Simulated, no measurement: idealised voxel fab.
Module name: voxel air gaps (process module)
For reference, the cross-section in this document is cut, with width 165 nm and square cells of 5 nm.
Square cells in a grid make up a cross-section in this document, and the grid is given as bands, listed from the top down, each one or more rows of cells. First you get the band's top height and its bottom height, in nm, and then the materials it's made of, left to right, with each width in nm. If you see a single material with "everywhere", that one covers the band edge to edge. "empty" is empty space. It should be noted that heights are counted from 0, beneath which the wafer as supplied is of one material throughout, and that the lowest band possesses no lower boundary but continues downward, as written in "0 down". The expression "30 to 40" gives the width at the extremes of the band, the first number at its top row of cells and the second at its bottom row, with the width changing by equal amounts from each row to the next in between. Reading "everything unchanged" for a step: not a cell of the cross-section changed in it. Empty spaces counting at least 8 cells and having no open way to the top are listed in "Sealed cavities". The notation width x height at distance is used for each, the distance being from the left edge and all three values in nm. Heads up: the bit after the settings on a step's line is the simulator's remark on that step. For masked steps, "overlay nm" on the step line gives how far right of plan the mask actually lay; a minus sign means it lay to the left. Everything after this point is organized in pairs: a cross-section before one process step, a cross-section after it that shows only as deep as the lowest changed band, and, under the pair, the intervening step with its settings. Because different runs of this module on the same starting wafer can supply different pairs, a pair continues from the pair above it only if its entry headed "State before step" says so.

State before step:
    60 to 55  Ru everywhere
    55 to 50  TiN: 35; Ru: 5; TiN: 40; Ru: 5; TiN: 40; Ru: 5; TiN: 35
    50 to 20  lowk: 30; TiN: 5; Ru: 5; TiN: 5; lowk: 30; TiN: 5; Ru: 5; TiN: 5; lowk: 30; TiN: 5; Ru: 5; TiN: 5; lowk: 30
    20 to 15  lowk: 30; TiN: 15; lowk: 30; TiN: 15; lowk: 30; TiN: 15; lowk: 30
    15 to 10  SiN everywhere
    10 to 0  TiN everywhere
    0 down  Si everywhere
    Sealed cavities: none

State After Step:
    50 to 20  lowk: 30; TiN: 5; Ru: 5; TiN: 5; lowk: 30; TiN: 5; Ru: 5; TiN: 5; lowk: 30; TiN: 5; Ru: 5; TiN: 5; lowk: 30
    Below 20, no change.
    Sealed cavities: none
The process step bridging the two cross-sections above: op CMP | height nm 50

State before step: per the after cross-section of the pair just above.

State After Step:
    60 to 50  empty: 20; Ru: 35; empty: 10; Ru: 35; empty: 10; Ru: 35; empty: 20
    Below 50, no change.
    Sealed cavities: none
The process step bridging the two cross-sections above: op EPI | material Ru | thk nm 10

State before step: per the after cross-section of the pair just above.

State After Step:
    60 to 50  empty: 20; Ru: 35; empty: 10; Ru: 35; empty: 10; Ru: 35; empty: 20
    50 to 20  empty: 30; TiN: 5; Ru: 5; TiN: 5; empty: 30; TiN: 5; Ru: 5; TiN: 5; empty: 30; TiN: 5; Ru: 5; TiN: 5; empty: 30
    20 to 15  empty: 30; TiN: 15; empty: 30; TiN: 15; empty: 30; TiN: 15; empty: 30
    Below 15, no change.
    Sealed cavities: none
The process step bridging the two cross-sections above: op SELECTIVE_ETCH | etch materials lowk | depth nm 45

State before step: per the after cross-section of the pair just above.

State After Step:
    65 to 60  empty: 15; SiCN: 135; empty: 15
    60 to 50  empty: 15; SiCN: 5; Ru: 35; SiCN: 10; Ru: 35; SiCN: 10; Ru: 35; SiCN: 5; empty: 15
    50 to 45  empty: 15; SiCN: 15; TiN: 5; Ru: 5; TiN: 5; SiCN: 30; TiN: 5; Ru: 5; TiN: 5; SiCN: 30; TiN: 5; Ru: 5; TiN: 5; SiCN: 15; empty: 15
    45 to 20  empty: 25; SiCN: 5; TiN: 5; Ru: 5; TiN: 5; SiCN: 5; empty: 20; SiCN: 5; TiN: 5; Ru: 5; TiN: 5; SiCN: 5; empty: 20; SiCN: 5; TiN: 5; Ru: 5; TiN: 5; SiCN: 5; empty: 25
    20 to 15  SiCN: 30; TiN: 15; SiCN: 30; TiN: 15; SiCN: 30; TiN: 15; SiCN: 30
    Below 15, no change.
    Sealed cavities: 20 x 25 at 50; 20 x 25 at 95
The process step bridging the two cross-sections above: op CONFORMAL_DEP | material SiCN | thk nm 5

State before step:
    50 to 15  lowk everywhere
    15 to 10  SiN everywhere
    10 to 0  SiO2 everywhere
    0 down  Si everywhere
    Sealed cavities: none

State After Step:
    70 to 50  empty: 30; resist: 15; empty: 30; resist: 15; empty: 30; resist: 15; empty: 30
    Below 50, no change.
    Sealed cavities: none
The process step bridging the two cross-sections above: op PATTERN | tone cover | mask id LINES | material resist | width nm 15 | pitch nm 45 | thk nm 20 | overlay nm 0

State before step: per the after cross-section of the pair just above.

State After Step:
    70 to 50  empty: 30; resist: 15; empty: 30; resist: 15; empty: 30; resist: 15; empty: 30
    50 to 15  empty: 30; lowk: 15; empty: 30; lowk: 15; empty: 30; lowk: 15; empty: 30
    Below 15, no change.
    Sealed cavities: none
The process step bridging the two cross-sections above: op DIRECTIONAL_ETCH | etch materials lowk | depth nm 35

State before step: per the after cross-section of the pair just above.

State After Step:
    50 to 15  empty: 30; lowk: 15; empty: 30; lowk: 15; empty: 30; lowk: 15; empty: 30
    Below 15, no change.
    Sealed cavities: none
The process step bridging the two cross-sections above: op STRIP | etch materials resist

State before step: per the after cross-section of the pair just above.

State After Step:
    55 to 50  empty: 25; TiN: 25; empty: 20; TiN: 25; empty: 20; TiN: 25; empty: 25
    50 to 20  empty: 25; TiN: 5; lowk: 15; TiN: 5; empty: 20; TiN: 5; lowk: 15; TiN: 5; empty: 20; TiN: 5; lowk: 15; TiN: 5; empty: 25
    20 to 15  TiN: 30; lowk: 15; TiN: 30; lowk: 15; TiN: 30; lowk: 15; TiN: 30
    Below 15, no change.
    Sealed cavities: none
The process step bridging the two cross-sections above: op CONFORMAL_DEP | material TiN | thk nm 5

State before step: per the after cross-section of the pair just above.

State After Step:
    60 to 55  Ru everywhere
    55 to 50  Ru: 25; TiN: 25; Ru: 20; TiN: 25; Ru: 20; TiN: 25; Ru: 25
    50 to 20  Ru: 25; TiN: 5; lowk: 15; TiN: 5; Ru: 20; TiN: 5; lowk: 15; TiN: 5; Ru: 20; TiN: 5; lowk: 15; TiN: 5; Ru: 25
    Below 20, no change.
    Sealed cavities: none
The process step bridging the two cross-sections above: op FILL_DEP | material Ru | thk nm 5

State before step: per the after cross-section of the pair just above.

State After Step:
    50 to 20  Ru: 25; TiN: 5; lowk: 15; TiN: 5; Ru: 20; TiN: 5; lowk: 15; TiN: 5; Ru: 20; TiN: 5; lowk: 15; TiN: 5; Ru: 25
    Below 20, no change.
    Sealed cavities: none
The process step bridging the two cross-sections above: op CMP | height nm 50

State before step: per the after cross-section of the pair just above.

State After Step:
    60 to 50  Ru everywhere
    Below 50, no change.
    Sealed cavities: none
The process step bridging the two cross-sections above: op EPI | material Ru | thk nm 10

State before step: per the after cross-section of the pair just above.

State After Step:
    65 to 60  SiCN everywhere
    Below 60, no change.
    Sealed cavities: none
The process step bridging the two cross-sections above: op CONFORMAL_DEP | material SiCN | thk nm 5
